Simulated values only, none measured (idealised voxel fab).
Presented below is a process module, voxel gate over fins.
Cross-section cut spans 260 nm and uses square cells 5 nm in size.
Notation: cross-section as square-cell grid; stated in bands, top first, going down; one or more cell rows per band.
Top, bottom (nm), then materials left to right with widths (nm); lone material tagged "throughout" fills the whole band edge to edge; "blank" = empty space.
Heights are measured from 0, the level below which the as-received wafer is all one material; the lowest band has no bottom and continues downward, written as in "z 0 and below".
Per-row width for "30->40": begins at first number (top row of band), ends at second number (bottom row), increment between rows held constant.
The designation "remained the same", where it is given for a processing step, indicates that no cell of the cross-section was altered in the course of that step.
For the entry "Closed void table", the listed items are empty spaces with no open way to the top whose size is 8 cells or more; each item follows the pattern width x height at distance, where distance is from the left edge and all three are in nm.
Text after the settings on a step's line: the simulator's own remark on that step.
overlay nm: mask offset rightward from planned place, masked step; negative means leftward offset.
The following list gives the planned process steps:
- 1: RECEIVE [material Si]
- 2: CONFORMAL_DEP [material SiN] [thk nm 10]
- 3: MASKED_ETCH [tone cover] [mask id FINS] [width nm 15] [pitch nm 45] [etch materials SiN] [depth nm 10] [overlay nm 0]
- 4: MASKED_ETCH [tone cover] [mask id FINS] [width nm 15] [pitch nm 45] [etch materials Si] [depth nm 35] [overlay nm 0]
- 5: OXIDIZE [depth nm 5]
- 6: FILL_DEP [material SiO2] [thk nm 15]
- 7: CMP [height nm 10]
- 8: SELECTIVE_ETCH [etch materials SiO2] [depth nm 20]
- 9: STRIP [etch materials SiN]
- 10: CONFORMAL_DEP [material HfO2] [thk nm 5]
- 11: CONFORMAL_DEP [material TiN] [thk nm 5]
- 12: CONFORMAL_DEP [material TiAl] [thk nm 5]
- 13: CONFORMAL_DEP [material TiN] [thk nm 5]
- 14: FILL_DEP [material W] [thk nm 15]
- 15: CMP [height nm 30]
- 16: CONFORMAL_DEP [material SiN] [thk nm 10]
The first wafer of two, processed as planned:
Received-state cross-section, reflecting completion of step 1:
    z 0 and below = Si throughout
    Closed void table: none
After step 2: wafer cross-section:
    z 10 to 0 = SiN throughout
    Lower than 0, everything is as it was.
After step 3: wafer cross-section:
    z 10 to 0 = blank (75); SiN (15); blank (30); SiN (15); blank (30); SiN (15); blank (80)
    Lower than 0, everything is as it was.
After step 4: wafer cross-section:
    z 10 to 0 = blank (75); SiN (15); blank (30); SiN (15); blank (30); SiN (15); blank (80)
    z 0 to -35 = blank (75); Si (15); blank (30); Si (15); blank (30); Si (15); blank (80)
    Lower than -35, everything is as it was.
After step 5: wafer cross-section:
    z 10 to 0 = blank (75); SiN (15); blank (30); SiN (15); blank (30); SiN (15); blank (80)
    z 0 to -35 = blank (75); SiO2 (5); Si (5); SiO2 (5); blank (30); SiO2 (5); Si (5); SiO2 (5); blank (30); SiO2 (5); Si (5); SiO2 (5); blank (80)
    z -35 to -40 = SiO2 (80); Si (5); SiO2 (40); Si (5); SiO2 (40); Si (5); SiO2 (85)
    Lower than -40, everything is as it was.
After step 6: wafer cross-section:
    z 25 to 10 = SiO2 throughout
    z 10 to 0 = SiO2 (75); SiN (15); SiO2 (30); SiN (15); SiO2 (30); SiN (15); SiO2 (80)
    z 0 to -40 = SiO2 (80); Si (5); SiO2 (40); Si (5); SiO2 (40); Si (5); SiO2 (85)
    Lower than -40, everything is as it was.
After step 7: wafer cross-section:
    z 10 to 0 = SiO2 (75); SiN (15); SiO2 (30); SiN (15); SiO2 (30); SiN (15); SiO2 (80)
    Lower than 0, everything is as it was.
After step 8: wafer cross-section:
    z 10 to 0 = blank (75); SiN (15); blank (30); SiN (15); blank (30); SiN (15); blank (80)
    z 0 to -10 = blank (80); Si (5); blank (40); Si (5); blank (40); Si (5); blank (85)
    Lower than -10, everything is as it was.
After step 9: wafer cross-section:
    z 0 to -10 = blank (80); Si (5); blank (40); Si (5); blank (40); Si (5); blank (85)
    Lower than -10, everything is as it was.
After step 10: wafer cross-section:
    z 5 to 0 = blank (75); HfO2 (15); blank (30); HfO2 (15); blank (30); HfO2 (15); blank (80)
    z 0 to -5 = blank (75); HfO2 (5); Si (5); HfO2 (5); blank (30); HfO2 (5); Si (5); HfO2 (5); blank (30); HfO2 (5); Si (5); HfO2 (5); blank (80)
    z -5 to -10 = HfO2 (80); Si (5); HfO2 (40); Si (5); HfO2 (40); Si (5); HfO2 (85)
    Lower than -10, everything is as it was.
After step 11: wafer cross-section:
    z 10 to 5 = blank (70); TiN (25); blank (20); TiN (25); blank (20); TiN (25); blank (75)
    z 5 to 0 = blank (70); TiN (5); HfO2 (15); TiN (5); blank (20); TiN (5); HfO2 (15); TiN (5); blank (20); TiN (5); HfO2 (15); TiN (5); blank (75)
    z 0 to -5 = TiN (75); HfO2 (5); Si (5); HfO2 (5); TiN (30); HfO2 (5); Si (5); HfO2 (5); TiN (30); HfO2 (5); Si (5); HfO2 (5); TiN (80)
    Lower than -5, everything is as it was.
After step 12: wafer cross-section:
    z 15 to 10 = blank (65); TiAl (35); blank (10); TiAl (35); blank (10); TiAl (35); blank (70)
    z 10 to 5 = blank (65); TiAl (5); TiN (25); TiAl (5); blank (10); TiAl (5); TiN (25); TiAl (5); blank (10); TiAl (5); TiN (25); TiAl (5); blank (70)
    z 5 to 0 = TiAl (70); TiN (5); HfO2 (15); TiN (5); TiAl (20); TiN (5); HfO2 (15); TiN (5); TiAl (20); TiN (5); HfO2 (15); TiN (5); TiAl (75)
    Lower than 0, everything is as it was.
After step 13: wafer cross-section:
    z 20 to 15 = blank (60); TiN (135); blank (65)
    z 15 to 10 = blank (60); TiN (5); TiAl (35); TiN (10); TiAl (35); TiN (10); TiAl (35); TiN (5); blank (65)
    z 10 to 5 = TiN (65); TiAl (5); TiN (25); TiAl (5); TiN (10); TiAl (5); TiN (25); TiAl (5); TiN (10); TiAl (5); TiN (25); TiAl (5); TiN (70)
    Lower than 5, everything is as it was.
After step 14: wafer cross-section:
    z 35 to 20 = W throughout
    z 20 to 15 = W (60); TiN (135); W (65)
    z 15 to 10 = W (60); TiN (5); TiAl (35); TiN (10); TiAl (35); TiN (10); TiAl (35); TiN (5); W (65)
    Lower than 10, everything is as it was.
After step 15: wafer cross-section:
    z 30 to 20 = W throughout
    Lower than 20, everything is as it was.
After step 16: wafer cross-section:
    z 40 to 30 = SiN throughout
    Lower than 30, everything is as it was.
Second wafer, same starting state and plan as the first, one mistake in the run, identical through step 7:
Cross-section of the second wafer at the time step 8 of the plan should have ended:
    z 10 to 0 = SiO2 (75); blank (15); SiO2 (30); blank (15); SiO2 (30); blank (15); SiO2 (80)
    Lower than 0, everything is as it was.
Cross-section of the second wafer at the time step 9 of the plan should have ended:
    z 0 to -10 = blank (80); Si (5); blank (40); Si (5); blank (40); Si (5); blank (85)
    z -10 to -20 = SiO2 (55); blank (25); Si (5); blank (40); Si (5); blank (40); Si (5); blank (25); SiO2 (60)
    Lower than -20, everything is as it was.
Cross-section of the second wafer at the time step 10 of the plan should have ended:
    z 5 to 0 = blank (75); HfO2 (15); blank (30); HfO2 (15); blank (30); HfO2 (15); blank (80)
    z 0 to -5 = blank (75); HfO2 (5); Si (5); HfO2 (5); blank (30); HfO2 (5); Si (5); HfO2 (5); blank (30); HfO2 (5); Si (5); HfO2 (5); blank (80)
    z -5 to -10 = HfO2 (60); blank (15); HfO2 (5); Si (5); HfO2 (5); blank (30); HfO2 (5); Si (5); HfO2 (5); blank (30); HfO2 (5); Si (5); HfO2 (5); blank (15); HfO2 (65)
    z -10 to -15 = SiO2 (55); HfO2 (5); blank (15); HfO2 (5); Si (5); HfO2 (5); blank (30); HfO2 (5); Si (5); HfO2 (5); blank (30); HfO2 (5); Si (5); HfO2 (5); blank (15); HfO2 (5); SiO2 (60)
    z -15 to -20 = SiO2 (55); HfO2 (25); Si (5); HfO2 (40); Si (5); HfO2 (40); Si (5); HfO2 (25); SiO2 (60)
    Lower than -20, everything is as it was.
Cross-section of the second wafer at the time step 11 of the plan should have ended:
    z 10 to 5 = blank (70); TiN (25); blank (20); TiN (25); blank (20); TiN (25); blank (75)
    z 5 to 0 = blank (70); TiN (5); HfO2 (15); TiN (5); blank (20); TiN (5); HfO2 (15); TiN (5); blank (20); TiN (5); HfO2 (15); TiN (5); blank (75)
    z 0 to -5 = TiN (65); blank (5); TiN (5); HfO2 (5); Si (5); HfO2 (5); TiN (5); blank (20); TiN (5); HfO2 (5); Si (5); HfO2 (5); TiN (5); blank (20); TiN (5); HfO2 (5); Si (5); HfO2 (5); TiN (5); blank (5); TiN (70)
    z -5 to -10 = HfO2 (60); TiN (5); blank (5); TiN (5); HfO2 (5); Si (5); HfO2 (5); TiN (5); blank (20); TiN (5); HfO2 (5); Si (5); HfO2 (5); TiN (5); blank (20); TiN (5); HfO2 (5); Si (5); HfO2 (5); TiN (5); blank (5); TiN (5); HfO2 (65)
    z -10 to -15 = SiO2 (55); HfO2 (5); TiN (15); HfO2 (5); Si (5); HfO2 (5); TiN (30); HfO2 (5); Si (5); HfO2 (5); TiN (30); HfO2 (5); Si (5); HfO2 (5); TiN (15); HfO2 (5); SiO2 (60)
    Lower than -15, everything is as it was.
Cross-section of the second wafer at the time step 12 of the plan should have ended:
    z 15 to 10 = blank (65); TiAl (35); blank (10); TiAl (35); blank (10); TiAl (35); blank (70)
    z 10 to 5 = blank (65); TiAl (5); TiN (25); TiAl (5); blank (10); TiAl (5); TiN (25); TiAl (5); blank (10); TiAl (5); TiN (25); TiAl (5); blank (70)
    z 5 to 0 = TiAl (70); TiN (5); HfO2 (15); TiN (5); TiAl (5); blank (10); TiAl (5); TiN (5); HfO2 (15); TiN (5); TiAl (5); blank (10); TiAl (5); TiN (5); HfO2 (15); TiN (5); TiAl (75)
    z 0 to -5 = TiN (65); TiAl (5); TiN (5); HfO2 (5); Si (5); HfO2 (5); TiN (5); TiAl (5); blank (10); TiAl (5); TiN (5); HfO2 (5); Si (5); HfO2 (5); TiN (5); TiAl (5); blank (10); TiAl (5); TiN (5); HfO2 (5); Si (5); HfO2 (5); TiN (5); TiAl (5); TiN (70)
    z -5 to -10 = HfO2 (60); TiN (5); TiAl (5); TiN (5); HfO2 (5); Si (5); HfO2 (5); TiN (5); TiAl (20); TiN (5); HfO2 (5); Si (5); HfO2 (5); TiN (5); TiAl (20); TiN (5); HfO2 (5); Si (5); HfO2 (5); TiN (5); TiAl (5); TiN (5); HfO2 (65)
    Lower than -10, everything is as it was.
Cross-section of the second wafer at the time step 13 of the plan should have ended:
    z 20 to 15 = blank (60); TiN (135); blank (65)
    z 15 to 10 = blank (60); TiN (5); TiAl (35); TiN (10); TiAl (35); TiN (10); TiAl (35); TiN (5); blank (65)
    z 10 to 5 = TiN (65); TiAl (5); TiN (25); TiAl (5); TiN (10); TiAl (5); TiN (25); TiAl (5); TiN (10); TiAl (5); TiN (25); TiAl (5); TiN (70)
    z 5 to 0 = TiAl (70); TiN (5); HfO2 (15); TiN (5); TiAl (5); TiN (10); TiAl (5); TiN (5); HfO2 (15); TiN (5); TiAl (5); TiN (10); TiAl (5); TiN (5); HfO2 (15); TiN (5); TiAl (75)
    z 0 to -5 = TiN (65); TiAl (5); TiN (5); HfO2 (5); Si (5); HfO2 (5); TiN (5); TiAl (5); TiN (10); TiAl (5); TiN (5); HfO2 (5); Si (5); HfO2 (5); TiN (5); TiAl (5); TiN (10); TiAl (5); TiN (5); HfO2 (5); Si (5); HfO2 (5); TiN (5); TiAl (5); TiN (70)
    Lower than -5, everything is as it was.
Cross-section of the second wafer at the time step 14 of the plan should have ended:
    z 35 to 20 = W throughout
    z 20 to 15 = W (60); TiN (135); W (65)
    z 15 to 10 = W (60); TiN (5); TiAl (35); TiN (10); TiAl (35); TiN (10); TiAl (35); TiN (5); W (65)
    Lower than 10, everything is as it was.
Cross-section of the second wafer at the time step 15 of the plan should have ended:
    z 30 to 20 = W throughout
    Lower than 20, everything is as it was.
Cross-section of the second wafer at the time step 16 of the plan should have ended:
    z 40 to 30 = SiN throughout
    Lower than 30, everything is as it was.
Here's what went sideways: step 8 ran in the slot meant for step 9, and vice versa
Wafer comparison, final, in cells, second relative to first, materials more or fewer: +16 HfO2 | -52 SiO2 | +12 TiAl | +24 TiN
